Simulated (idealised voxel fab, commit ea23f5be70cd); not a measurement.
You're looking at the process module voxel quadruple lines.
We display cut, a cross-section 245 nm in width whose square cells are each 5 nm.
We lay out every cross-section as a grid of square cells and spell it out in bands from the top down, where one band means one or more rows of cells. Band entry format. Leading values: height of top, height of bottom, nm. Remainder: materials in left-to-right order, each with its width in nm. Special words: "everywhere" on a single material, which then fills the band edge to edge; "blank", empty space. Zero point of the height axis is 0; under it, received wafer = one material. Lowest band: continues down indefinitely, "z 0 and below". A width such as "30->40" changes by the same amount from each row of cells to the next, from the band's top row to its bottom row. Step marked "nothing altered"? Then no cell in the cross-section changed in it. Basically, "Completely sealed voids" tells you about the enclosed voids: empty spaces with no open way to the top, 8 cells or bigger, each written width x height at distance, where distance is from the left edge, all in nm. What comes after the settings on a step's line is commentary from the simulator itself on that step. overlay nm: right-of-plan distance of the mask on a masked step; negative values mean left-of-plan.

LISTED BELOW ARE THE PROCESS STEPS AS PLANNED
1) op RECEIVE | material Si
2) op CONFORMAL_DEP | material Al2O3 | thk nm 5
3) op DIRECTIONAL_DEP | material W | thk nm 10
4) op DIRECTIONAL_DEP | material polySi | thk nm 20
5) op DIRECTIONAL_DEP | material aC | thk nm 20
6) op PATTERN | tone cover | mask id MANDREL | material resist | width nm 35 | pitch nm 100 | thk nm 25 | overlay nm 0
7) op DIRECTIONAL_ETCH | etch materials aC | depth nm 20
8) op STRIP | etch materials resist
9) op CONFORMAL_DEP | material SiO2 | thk nm 15
10) op DIRECTIONAL_ETCH | etch materials SiO2 | depth nm 15
11) op STRIP | etch materials aC
12) op DIRECTIONAL_ETCH | etch materials polySi | depth nm 20
13) op STRIP | etch materials SiO2
14) op CONFORMAL_DEP | material SiN | thk nm 10
15) op DIRECTIONAL_ETCH | etch materials SiN | depth nm 10
16) op STRIP | etch materials polySi
17) op DIRECTIONAL_ETCH | etch materials W | depth nm 10
18) op STRIP | etch materials SiN

THE FIRST OF THE TWO WAFERS, WHICH RAN AS PLANNED

CROSS-SECTION OF THE WAFER AT RECEIPT, WHICH IS THE CONDITION AFTER STEP 1
- z 0 and below | Si everywhere
- Completely sealed voids: none

STATE OF THE WAFER AFTER STEP 2, SHOWN IN CROSS-SECTION
- z 5 to 0 | Al2O3 everywhere
- Beneath the level 0, the cross-section is identical to its previous state.

STATE OF THE WAFER AFTER STEP 3, SHOWN IN CROSS-SECTION
- z 15 to 5 | W everywhere
- Beneath the level 5, the cross-section is identical to its previous state.

STATE OF THE WAFER AFTER STEP 4, SHOWN IN CROSS-SECTION
- z 35 to 15 | polySi everywhere
- Beneath the level 15, the cross-section is identical to its previous state.

STATE OF THE WAFER AFTER STEP 5, SHOWN IN CROSS-SECTION
- z 55 to 35 | aC everywhere
- Beneath the level 35, the cross-section is identical to its previous state.

STATE OF THE WAFER AFTER STEP 6, SHOWN IN CROSS-SECTION
- z 80 to 55 | blank: 55 | resist: 35 | blank: 65 | resist: 35 | blank: 55
- Beneath the level 55, the cross-section is identical to its previous state.

STATE OF THE WAFER AFTER STEP 7, SHOWN IN CROSS-SECTION
- z 60 to 55 | blank: 55 | resist: 35 | blank: 65 | resist: 35 | blank: 55
- z 55 to 35 | blank: 55 | aC: 35 | blank: 65 | aC: 35 | blank: 55
- Beneath the level 35, the cross-section is identical to its previous state.

STATE OF THE WAFER AFTER STEP 8, SHOWN IN CROSS-SECTION
- z 55 to 35 | blank: 55 | aC: 35 | blank: 65 | aC: 35 | blank: 55
- Beneath the level 35, the cross-section is identical to its previous state.

STATE OF THE WAFER AFTER STEP 9, SHOWN IN CROSS-SECTION
- z 70 to 55 | blank: 40 | SiO2: 65 | blank: 35 | SiO2: 65 | blank: 40
- z 55 to 50 | blank: 40 | SiO2: 15 | aC: 35 | SiO2: 15 | blank: 35 | SiO2: 15 | aC: 35 | SiO2: 15 | blank: 40
- z 50 to 35 | SiO2: 55 | aC: 35 | SiO2: 65 | aC: 35 | SiO2: 55
- Beneath the level 35, the cross-section is identical to its previous state.

STATE OF THE WAFER AFTER STEP 10, SHOWN IN CROSS-SECTION
- z 55 to 35 | blank: 40 | SiO2: 15 | aC: 35 | SiO2: 15 | blank: 35 | SiO2: 15 | aC: 35 | SiO2: 15 | blank: 40
- Beneath the level 35, the cross-section is identical to its previous state.

STATE OF THE WAFER AFTER STEP 11, SHOWN IN CROSS-SECTION
- z 55 to 35 | blank: 40 | SiO2: 15 | blank: 35 | SiO2: 15 | blank: 35 | SiO2: 15 | blank: 35 | SiO2: 15 | blank: 40
- Beneath the level 35, the cross-section is identical to its previous state.

STATE OF THE WAFER AFTER STEP 12, SHOWN IN CROSS-SECTION
- z 55 to 35 | blank: 40 | SiO2: 15 | blank: 35 | SiO2: 15 | blank: 35 | SiO2: 15 | blank: 35 | SiO2: 15 | blank: 40
- z 35 to 15 | blank: 40 | polySi: 15 | blank: 35 | polySi: 15 | blank: 35 | polySi: 15 | blank: 35 | polySi: 15 | blank: 40
- Beneath the level 15, the cross-section is identical to its previous state.

STATE OF THE WAFER AFTER STEP 13, SHOWN IN CROSS-SECTION
- z 35 to 15 | blank: 40 | polySi: 15 | blank: 35 | polySi: 15 | blank: 35 | polySi: 15 | blank: 35 | polySi: 15 | blank: 40
- Beneath the level 15, the cross-section is identical to its previous state.

STATE OF THE WAFER AFTER STEP 14, SHOWN IN CROSS-SECTION
- z 45 to 35 | blank: 30 | SiN: 35 | blank: 15 | SiN: 35 | blank: 15 | SiN: 35 | blank: 15 | SiN: 35 | blank: 30
- z 35 to 25 | blank: 30 | SiN: 10 | polySi: 15 | SiN: 10 | blank: 15 | SiN: 10 | polySi: 15 | SiN: 10 | blank: 15 | SiN: 10 | polySi: 15 | SiN: 10 | blank: 15 | SiN: 10 | polySi: 15 | SiN: 10 | blank: 30
- z 25 to 15 | SiN: 40 | polySi: 15 | SiN: 35 | polySi: 15 | SiN: 35 | polySi: 15 | SiN: 35 | polySi: 15 | SiN: 40
- Beneath the level 15, the cross-section is identical to its previous state.

STATE OF THE WAFER AFTER STEP 15, SHOWN IN CROSS-SECTION
- z 35 to 15 | blank: 30 | SiN: 10 | polySi: 15 | SiN: 10 | blank: 15 | SiN: 10 | polySi: 15 | SiN: 10 | blank: 15 | SiN: 10 | polySi: 15 | SiN: 10 | blank: 15 | SiN: 10 | polySi: 15 | SiN: 10 | blank: 30
- Beneath the level 15, the cross-section is identical to its previous state.

STATE OF THE WAFER AFTER STEP 16, SHOWN IN CROSS-SECTION
- z 35 to 15 | blank: 30 | SiN: 10 | blank: 15 | SiN: 10 | blank: 15 | SiN: 10 | blank: 15 | SiN: 10 | blank: 15 | SiN: 10 | blank: 15 | SiN: 10 | blank: 15 | SiN: 10 | blank: 15 | SiN: 10 | blank: 30
- Beneath the level 15, the cross-section is identical to its previous state.

STATE OF THE WAFER AFTER STEP 17, SHOWN IN CROSS-SECTION
- z 35 to 15 | blank: 30 | SiN: 10 | blank: 15 | SiN: 10 | blank: 15 | SiN: 10 | blank: 15 | SiN: 10 | blank: 15 | SiN: 10 | blank: 15 | SiN: 10 | blank: 15 | SiN: 10 | blank: 15 | SiN: 10 | blank: 30
- z 15 to 5 | blank: 30 | W: 10 | blank: 15 | W: 10 | blank: 15 | W: 10 | blank: 15 | W: 10 | blank: 15 | W: 10 | blank: 15 | W: 10 | blank: 15 | W: 10 | blank: 15 | W: 10 | blank: 30
- Beneath the level 5, the cross-section is identical to its previous state.

STATE OF THE WAFER AFTER STEP 18, SHOWN IN CROSS-SECTION
- z 15 to 5 | blank: 30 | W: 10 | blank: 15 | W: 10 | blank: 15 | W: 10 | blank: 15 | W: 10 | blank: 15 | W: 10 | blank: 15 | W: 10 | blank: 15 | W: 10 | blank: 15 | W: 10 | blank: 30
- Beneath the level 5, the cross-section is identical to its previous state.

SECOND WAFER. START AND PLAN AS FOR THE FIRST. ONE MISTAKE MADE IN RUNNING. AGREES WITH THE FIRST UP TO AND INCLUDING STEP 5

SECOND WAFER CROSS-SECTION, TAKEN AS OF THE TIME THE PLAN SETS FOR STEP 6 TO BE DONE
- z 80 to 55 | blank: 50 | resist: 45 | blank: 55 | resist: 45 | blank: 50
- Beneath the level 55, the cross-section is identical to its previous state.

SECOND WAFER CROSS-SECTION, TAKEN AS OF THE TIME THE PLAN SETS FOR STEP 7 TO BE DONE
- z 60 to 55 | blank: 50 | resist: 45 | blank: 55 | resist: 45 | blank: 50
- z 55 to 35 | blank: 50 | aC: 45 | blank: 55 | aC: 45 | blank: 50
- Beneath the level 35, the cross-section is identical to its previous state.

SECOND WAFER CROSS-SECTION, TAKEN AS OF THE TIME THE PLAN SETS FOR STEP 8 TO BE DONE
- z 55 to 35 | blank: 50 | aC: 45 | blank: 55 | aC: 45 | blank: 50
- Beneath the level 35, the cross-section is identical to its previous state.

SECOND WAFER CROSS-SECTION, TAKEN AS OF THE TIME THE PLAN SETS FOR STEP 9 TO BE DONE
- z 70 to 55 | blank: 35 | SiO2: 75 | blank: 25 | SiO2: 75 | blank: 35
- z 55 to 50 | blank: 35 | SiO2: 15 | aC: 45 | SiO2: 15 | blank: 25 | SiO2: 15 | aC: 45 | SiO2: 15 | blank: 35
- z 50 to 35 | SiO2: 50 | aC: 45 | SiO2: 55 | aC: 45 | SiO2: 50
- Beneath the level 35, the cross-section is identical to its previous state.

SECOND WAFER CROSS-SECTION, TAKEN AS OF THE TIME THE PLAN SETS FOR STEP 10 TO BE DONE
- z 55 to 35 | blank: 35 | SiO2: 15 | aC: 45 | SiO2: 15 | blank: 25 | SiO2: 15 | aC: 45 | SiO2: 15 | blank: 35
- Beneath the level 35, the cross-section is identical to its previous state.

SECOND WAFER CROSS-SECTION, TAKEN AS OF THE TIME THE PLAN SETS FOR STEP 11 TO BE DONE
- z 55 to 35 | blank: 35 | SiO2: 15 | blank: 45 | SiO2: 15 | blank: 25 | SiO2: 15 | blank: 45 | SiO2: 15 | blank: 35
- Beneath the level 35, the cross-section is identical to its previous state.

SECOND WAFER CROSS-SECTION, TAKEN AS OF THE TIME THE PLAN SETS FOR STEP 12 TO BE DONE
- z 55 to 35 | blank: 35 | SiO2: 15 | blank: 45 | SiO2: 15 | blank: 25 | SiO2: 15 | blank: 45 | SiO2: 15 | blank: 35
- z 35 to 15 | blank: 35 | polySi: 15 | blank: 45 | polySi: 15 | blank: 25 | polySi: 15 | blank: 45 | polySi: 15 | blank: 35
- Beneath the level 15, the cross-section is identical to its previous state.

SECOND WAFER CROSS-SECTION, TAKEN AS OF THE TIME THE PLAN SETS FOR STEP 13 TO BE DONE
- z 35 to 15 | blank: 35 | polySi: 15 | blank: 45 | polySi: 15 | blank: 25 | polySi: 15 | blank: 45 | polySi: 15 | blank: 35
- Beneath the level 15, the cross-section is identical to its previous state.

SECOND WAFER CROSS-SECTION, TAKEN AS OF THE TIME THE PLAN SETS FOR STEP 14 TO BE DONE
- z 45 to 35 | blank: 25 | SiN: 35 | blank: 25 | SiN: 35 | blank: 5 | SiN: 35 | blank: 25 | SiN: 35 | blank: 25
- z 35 to 25 | blank: 25 | SiN: 10 | polySi: 15 | SiN: 10 | blank: 25 | SiN: 10 | polySi: 15 | SiN: 10 | blank: 5 | SiN: 10 | polySi: 15 | SiN: 10 | blank: 25 | SiN: 10 | polySi: 15 | SiN: 10 | blank: 25
- z 25 to 15 | SiN: 35 | polySi: 15 | SiN: 45 | polySi: 15 | SiN: 25 | polySi: 15 | SiN: 45 | polySi: 15 | SiN: 35
- Beneath the level 15, the cross-section is identical to its previous state.

SECOND WAFER CROSS-SECTION, TAKEN AS OF THE TIME THE PLAN SETS FOR STEP 15 TO BE DONE
- z 35 to 15 | blank: 25 | SiN: 10 | polySi: 15 | SiN: 10 | blank: 25 | SiN: 10 | polySi: 15 | SiN: 10 | blank: 5 | SiN: 10 | polySi: 15 | SiN: 10 | blank: 25 | SiN: 10 | polySi: 15 | SiN: 10 | blank: 25
- Beneath the level 15, the cross-section is identical to its previous state.

SECOND WAFER CROSS-SECTION, TAKEN AS OF THE TIME THE PLAN SETS FOR STEP 16 TO BE DONE
- z 35 to 15 | blank: 25 | SiN: 10 | blank: 15 | SiN: 10 | blank: 25 | SiN: 10 | blank: 15 | SiN: 10 | blank: 5 | SiN: 10 | blank: 15 | SiN: 10 | blank: 25 | SiN: 10 | blank: 15 | SiN: 10 | blank: 25
- Beneath the level 15, the cross-section is identical to its previous state.

SECOND WAFER CROSS-SECTION, TAKEN AS OF THE TIME THE PLAN SETS FOR STEP 17 TO BE DONE
- z 35 to 15 | blank: 25 | SiN: 10 | blank: 15 | SiN: 10 | blank: 25 | SiN: 10 | blank: 15 | SiN: 10 | blank: 5 | SiN: 10 | blank: 15 | SiN: 10 | blank: 25 | SiN: 10 | blank: 15 | SiN: 10 | blank: 25
- z 15 to 5 | blank: 25 | W: 10 | blank: 15 | W: 10 | blank: 25 | W: 10 | blank: 15 | W: 10 | blank: 5 | W: 10 | blank: 15 | W: 10 | blank: 25 | W: 10 | blank: 15 | W: 10 | blank: 25
- Beneath the level 5, the cross-section is identical to its previous state.

SECOND WAFER CROSS-SECTION, TAKEN AS OF THE TIME THE PLAN SETS FOR STEP 18 TO BE DONE
- z 15 to 5 | blank: 25 | W: 10 | blank: 15 | W: 10 | blank: 25 | W: 10 | blank: 15 | W: 10 | blank: 5 | W: 10 | blank: 15 | W: 10 | blank: 25 | W: 10 | blank: 15 | W: 10 | blank: 25
- Beneath the level 5, the cross-section is identical to its previous state.
The plan and the run diverged here: off-plan run, step 6, actual operation and settings op PATTERN | tone cover | mask id MANDREL | material resist | width nm 45 | pitch nm 100 | thk nm 25 | overlay nm 0
at the end the second wafer has, in cells: as many of each material as the first, in other places
